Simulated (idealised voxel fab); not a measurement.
The document below concerns the process module designated voxel gate over fins.
For reference, the cross-section in this document is cut, with width 255 nm and square cells of 5 nm.
Cross-sections here: square-cell grids, written as top-down lists of bands, a band being one or more rows of cells.
For a band, the entry starts with two heights in nm, that of the top and then that of the bottom, and carries on with the band's materials in order from left to right, each alongside its width in nm; the word "everywhere" beside a single material means it fills the band edge to edge, and "air" means empty space.
A quick word on heights: they are counted from 0, and under that level the wafer as it came to us is one material throughout. The lowest band is different from the rest in having no bottom; it simply continues downward, written as in "0 down".
Per-row width for "30..40": begins at first number (top row of band), ends at second number (bottom row), increment between rows held constant.
Take "changes: none" at face value: in the step it is given for, the cross-section changed in none of its cells.
"Enclosed empty spaces" means: voids of 8 cells or more that are shut off from the top with no open way through. Written width x height at distance, distance from the left edge, in nm.
What comes after the settings on a step's line is commentary from the simulator itself on that step.
The setting "overlay nm" may be written on the line of a step. When the step uses a mask, the value reports how far to the right of the planned place the mask lay, and a negative value reports that it lay to the left.

## These are the steps we planned for the process
1: op RECEIVE | material Si
2: op CONFORMAL_DEP | material SiN | thk nm 5
3: op DIRECTIONAL_DEP | material aC | thk nm 15
4: op PATTERN | tone cover | mask id FINS | material resist | width nm 15 | pitch nm 50 | thk nm 30 | overlay nm 0
5: op DIRECTIONAL_ETCH | etch materials aC | depth nm 15
6: op STRIP | etch materials resist
7: op DIRECTIONAL_ETCH | etch materials SiN | depth nm 5
8: op DIRECTIONAL_ETCH | etch materials Si | depth nm 40
9: op STRIP | etch materials aC
10: op OXIDIZE | depth nm 5
11: op FILL_DEP | material SiO2 | thk nm 15
12: op CMP | height nm 5
13: op PATTERN | tone open | mask id RAIL | material resist | width nm 15 | thk nm 15 | overlay nm 0
14: op DIRECTIONAL_ETCH | etch materials SiO2 | depth nm 40
15: op STRIP | etch materials resist
16: op CONFORMAL_DEP | material TiN | thk nm 5
17: op FILL_DEP | material Ru | thk nm 10
18: op CMP | height nm 5
19: op SELECTIVE_ETCH | etch materials W Ru TiN | depth nm 25
20: op FILL_DEP | material SiO2 | thk nm 5
21: op CMP | height nm 5
22: op SELECTIVE_ETCH | etch materials SiO2 | depth nm 15
23: op STRIP | etch materials SiN
24: op CONFORMAL_DEP | material HfO2 | thk nm 5
25: op CONFORMAL_DEP | material TiN | thk nm 5
26: op CONFORMAL_DEP | material TiAl | thk nm 5
27: op CONFORMAL_DEP | material TiN | thk nm 5
28: op FILL_DEP | material W | thk nm 10
29: op CMP | height nm 25
30: op CONFORMAL_DEP | material SiN | thk nm 5

## Wafer cross-section on receipt, i.e. after step 1
    0 down: Si everywhere
    Enclosed empty spaces: none

## The cross-section shown corresponds to the wafer at the conclusion of the module. The initial structure and the process plan are those presented above; however, one mistake occurred in executing the plan
    30 to 25: SiN everywhere
    25 to 20: W everywhere
    20 to 15: W (55); TiN (45); W (5); TiN (45); W (5); TiN (45); W (55)
    15 to 10: W (55); TiN (5); TiAl (35); TiN (5); W (5); TiN (5); TiAl (35); TiN (5); W (5); TiN (5); TiAl (35); TiN (5); W (55)
    10 to 5: TiN (60); TiAl (5); TiN (25); TiAl (5); TiN (15); TiAl (5); TiN (25); TiAl (5); TiN (15); TiAl (5); TiN (25); TiAl (5); TiN (60)
    5 to 0: TiAl (65); TiN (5); HfO2 (15); TiN (5); TiAl (25); TiN (5); HfO2 (15); TiN (5); TiAl (25); TiN (5); HfO2 (15); TiN (5); TiAl (65)
    0 to -5: TiN (70); HfO2 (5); Si (5); HfO2 (5); TiN (35); HfO2 (5); Si (5); HfO2 (5); TiN (35); HfO2 (5); Si (5); HfO2 (5); TiN (70)
    -5 to -10: HfO2 (75); Si (5); HfO2 (45); Si (5); HfO2 (45); Si (5); HfO2 (75)
    -10 to -20: SiO2 (75); Si (5); SiO2 (45); Si (5); SiO2 (45); Si (5); SiO2 (75)
    -20 to -30: Ru (65); TiN (5); SiO2 (5); Si (5); SiO2 (5); TiN (10); SiO2 (15); TiN (10); SiO2 (5); Si (5); SiO2 (5); TiN (5); Ru (25); TiN (5); SiO2 (5); Si (5); SiO2 (5); TiN (5); Ru (65)
    -30 to -35: TiN (70); SiO2 (5); Si (5); SiO2 (5); TiN (10); SiO2 (15); TiN (10); SiO2 (5); Si (5); SiO2 (5); TiN (35); SiO2 (5); Si (5); SiO2 (5); TiN (70)
    -35 to -45: SiO2 (75); Si (5); SiO2 (45); Si (5); SiO2 (45); Si (5); SiO2 (75)
    -45 down: Si everywhere
    Enclosed empty spaces: none
Against the plan, the run slipped here: step 13, actual vs plan mismatch, actual run op PATTERN | tone cover | mask id RAIL | material resist | width nm 15 | thk nm 15 | overlay nm 0
